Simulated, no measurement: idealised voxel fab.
The document below concerns the process module designated voxel gate over fins.
Cross-section cut spans 205 nm and uses square cells 5 nm in size.
We lay out every cross-section as a grid of square cells and spell it out in bands from the top down, where one band means one or more rows of cells.
Basically the band line says how high the top is and how high the bottom is, in nm, and then what's in it from left to right, every material with its width in nm. Empty space shows up as "air", and if a single material carries "everywhere" it runs the full band edge to edge.
A quick word on heights: they are counted from 0, and under that level the wafer as it came to us is one material throughout. The lowest band is different from the rest in having no bottom; it simply continues downward, written as in "0 down".
The notation "30..40" denotes a width that varies across the rows of cells in the band, beginning at the first number in the top row, finishing at the second number in the bottom row, and changing by an identical amount from each row to the next.
"everything unchanged", as given for a step, is the statement that not any cell of the cross-section underwent a change during that step.
"Sealed cavities" lists enclosed empty spaces (at least 8 cells, no open path upward to the top), each as width x height at distance from the left edge, in nm.
Read whatever lies past the settings on a step's line as the simulator's own remark about the step.
"overlay nm" answers the question of how far to the right of plan the mask lay on a step that has a mask, and when it is negative the answer is to the left.

### Process steps (planned)
| 1 | RECEIVE | material Si |
| 2 | CONFORMAL_DEP | material SiN | thk nm 10 |
| 3 | MASKED_ETCH | tone cover | mask id FINS | width nm 15 | pitch nm 40 | etch materials SiN | depth nm 10 | overlay nm 0 |
| 4 | MASKED_ETCH | tone cover | mask id FINS | width nm 15 | pitch nm 40 | etch materials Si | depth nm 40 | overlay nm 0 |
| 5 | FILL_DEP | material SiO2 | thk nm 5 |
| 6 | CMP | height nm 10 |
| 7 | SELECTIVE_ETCH | etch materials SiO2 | depth nm 20 |
| 8 | STRIP | etch materials SiN |
| 9 | CONFORMAL_DEP | material HfO2 | thk nm 5 |
| 10 | CONFORMAL_DEP | material TiN | thk nm 5 |
| 11 | CONFORMAL_DEP | material TiAl | thk nm 5 |
| 12 | CONFORMAL_DEP | material TiN | thk nm 5 |
| 13 | FILL_DEP | material W | thk nm 15 |
| 14 | CMP | height nm 30 |
| 15 | CONFORMAL_DEP | material SiN | thk nm 10 |

### Cross-section of the wafer at receipt, which is the condition after step 1
  0 down = Si everywhere
  Sealed cavities: none

### Run as planned - first of the two wafers cross-sectioned at the end of the module
  40 to 30 = SiN everywhere
  30 to 20 = W everywhere
  20 to 15 = 55 nm W, 95 nm TiN, 55 nm W
  15 to 10 = 55 nm W, 5 nm TiN, 85 nm TiAl, 5 nm TiN, 55 nm W
  10 to 5 = 60 nm TiN, 5 nm TiAl, 35 nm TiN, 5 nm TiAl, 35 nm TiN, 5 nm TiAl, 60 nm TiN
  5 to 0 = 65 nm TiAl, 5 nm TiN, 25 nm HfO2, 5 nm TiN, 5 nm TiAl, 5 nm TiN, 25 nm HfO2, 5 nm TiN, 65 nm TiAl
  0 to -5 = 70 nm TiN, 5 nm HfO2, 15 nm Si, 5 nm HfO2, 15 nm TiN, 5 nm HfO2, 15 nm Si, 5 nm HfO2, 70 nm TiN
  -5 to -10 = 75 nm HfO2, 15 nm Si, 25 nm HfO2, 15 nm Si, 75 nm HfO2
  -10 to -40 = 75 nm SiO2, 15 nm Si, 25 nm SiO2, 15 nm Si, 75 nm SiO2
  -40 down = Si everywhere
  Sealed cavities: none

### This cross-section belongs to the second wafer of two at the end of the module; the start and the plan were shared with the first, and the run included one mistake
  40 to 30 = SiN everywhere
  30 to 15 = W everywhere
  15 to 10 = 60 nm W, 85 nm TiN, 60 nm W
  10 to 5 = 60 nm W, 5 nm TiN, 35 nm TiAl, 5 nm TiN, 35 nm TiAl, 5 nm TiN, 60 nm W
  5 to 0 = 65 nm TiN, 5 nm TiAl, 25 nm TiN, 5 nm TiAl, 5 nm TiN, 5 nm TiAl, 25 nm TiN, 5 nm TiAl, 65 nm TiN
  0 to -5 = 70 nm TiAl, 5 nm TiN, 15 nm Si, 5 nm TiN, 15 nm TiAl, 5 nm TiN, 15 nm Si, 5 nm TiN, 70 nm TiAl
  -5 to -10 = 75 nm TiN, 15 nm Si, 25 nm TiN, 15 nm Si, 75 nm TiN
  -10 to -40 = 75 nm SiO2, 15 nm Si, 25 nm SiO2, 15 nm Si, 75 nm SiO2
  -40 down = Si everywhere
  Sealed cavities: none
Where did the run depart from the plan? step 9 of the plan did not run at all; it was left out
Final comparison by cell count, materials where the second wafer has more or fewer than the first: HfO2 -49, TiAl +2, TiN +2, W +45
